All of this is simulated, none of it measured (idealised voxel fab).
You're looking at the process module voxel double patterning.
We display cut, a cross-section 250 nm in width whose square cells are each 5 nm.
We lay out every cross-section as a grid of square cells and spell it out in bands from the top down, where one band means one or more rows of cells. Each band's line starts with the height of the band's top and of its bottom, in nm. Then come its materials from left to right, each with its width in nm. One material with "all across" fills the band from edge to edge. "empty" is empty space. A quick word on heights: they are counted from 0, and under that level the wafer as it came to us is one material throughout. The lowest band is different from the rest in having no bottom; it simply continues downward, written as in "0 down". Read "30 to 40" as a graded width: first number on top, second number at the bottom, same change between each pair of neighbouring rows. No cell of the cross-section changed in a step that is given as "changes: none". Basically, "Closed empty spaces" tells you about the enclosed voids: empty spaces with no open way to the top, 8 cells or bigger, each written width x height at distance, where distance is from the left edge, all in nm. Past the settings on a step's line: simulator remark, on that step. A step's line can hold "overlay nm"; with a mask on that step, the setting says how far right of the planned place the mask lay, while a negative setting says it lay to the left.

### The process steps that were planned are listed below
| 1 | op RECEIVE | material Si |
| 2 | op CONFORMAL_DEP | material SiN | thk nm 10 |
| 3 | op DIRECTIONAL_DEP | material SiO2 | thk nm 20 |
| 4 | op DIRECTIONAL_DEP | material SiCN | thk nm 10 |
| 5 | op MASKED_ETCH | tone open | mask id FIRST | width nm 15 | pitch nm 50 | etch materials SiCN | depth nm 10 | overlay nm 0 |
| 6 | op DIRECTIONAL_DEP | material aC | thk nm 10 |
| 7 | op PATTERN | tone open | mask id SECOND | material resist | width nm 15 | pitch nm 50 | thk nm 30 | overlay nm 0 |
| 8 | op DIRECTIONAL_ETCH | etch materials aC | depth nm 10 |
| 9 | op STRIP | etch materials resist |
| 10 | op DIRECTIONAL_ETCH | etch materials SiCN | depth nm 10 |
| 11 | op STRIP | etch materials aC |
| 12 | op DIRECTIONAL_ETCH | etch materials SiO2 | depth nm 20 |
| 13 | op STRIP | etch materials SiCN |
The wafers in this document start out alike and differ in the width nm applied at step 7; the plan shows the value used for the first wafer.

### Received wafers, first of several: cross-section after step 1
	0 down  Si all across
	Closed empty spaces: none

### Per wafer (row), end of module: delta in cells per material since receipt, (+) for gained, (-) for lost; closed voids after that
width nm 15; +100 SiN; +140 SiO2; Closed empty spaces: none
width nm 20; +100 SiN; +132 SiO2; Closed empty spaces: none
width nm 25; +100 SiN; +124 SiO2; Closed empty spaces: none
width nm 30; +100 SiN; +116 SiO2; Closed empty spaces: none
